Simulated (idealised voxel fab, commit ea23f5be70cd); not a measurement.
The process module presented herein is designated voxel spacer lines.
Xsec cut, 185 nm wide, square cell size 5 nm.
Cross-section layout: square cells on a grid; listed as bands, top to bottom; a band spans one or more cell rows. First you get the band's top height and its bottom height, in nm, and then the materials it's made of, left to right, with each width in nm. If you see a single material with "everywhere", that one covers the band edge to edge. "blank" is empty space. Heights are reckoned from 0. Under this level, the received wafer is all of one material. The bottommost band is open-ended downward, for example "0 nm and below". The two numbers in a width such as "30 to 40" mark its ends across the band: the first belongs to the top row of cells, the second to the bottom row, and from each row to the next the width moves by the same amount. You'll sometimes find "all unchanged" written for a step, and that's the way of saying that nowhere in the cross-section did a cell change during that step. In "Sealed-off cavities" the enclosed voids are listed, meaning empty spaces of 8 cells or larger without any opening to the top. The form is width x height at distance, distance from the left edge, units nm. On each step's line, the part that comes after the settings is the simulator's own comment on the step. overlay nm, on a step with a mask: how far to the right of its planned place the mask lay; to the left if negative.

[Here's what the planned process steps look like]
1,RECEIVE [material Si]
2,CONFORMAL_DEP [material Al2O3] [thk nm 10]
3,DIRECTIONAL_DEP [material W] [thk nm 15]
4,DIRECTIONAL_DEP [material aC] [thk nm 20]
5,PATTERN [tone cover] [mask id MANDREL] [material resist] [width nm 15] [pitch nm 50] [thk nm 30] [overlay nm -15]
6,DIRECTIONAL_ETCH [etch materials aC] [depth nm 20]
7,STRIP [etch materials resist]
8,CONFORMAL_DEP [material SiN] [thk nm 10]
9,DIRECTIONAL_ETCH [etch materials SiN] [depth nm 10]
10,STRIP [etch materials aC]
11,DIRECTIONAL_ETCH [etch materials W] [depth nm 15]
12,STRIP [etch materials SiN]
13,FILL_DEP [material SiO2] [thk nm 10]
14,CMP [height nm 25]
Keep in mind the plan's value for the overlay nm of step 5 comes from the first wafer; the wafers don't share that setting, but they do share the same starting point.

[The first of several wafers as received, shown in cross-section; this is its state after step 1]
	0 nm and below  Si everywhere
	Sealed-off cavities: none

[Below: a row per wafer. Contents at end of module: for every material, cells gained since receipt (+) or lost since receipt (-); then closed voids]
overlay nm -15, +74 Al2O3, +75 SiO2, +36 W, Sealed-off cavities: none
overlay nm -10, +74 Al2O3, +75 SiO2, +36 W, Sealed-off cavities: none
overlay nm -5, +74 Al2O3, +75 SiO2, +36 W, Sealed-off cavities: none
overlay nm 0, +74 Al2O3, +75 SiO2, +36 W, Sealed-off cavities: none
overlay nm 5, +74 Al2O3, +75 SiO2, +36 W, Sealed-off cavities: none
overlay nm 10, +74 Al2O3, +75 SiO2, +36 W, Sealed-off cavities: none
overlay nm 15, +74 Al2O3, +75 SiO2, +36 W, Sealed-off cavities: none
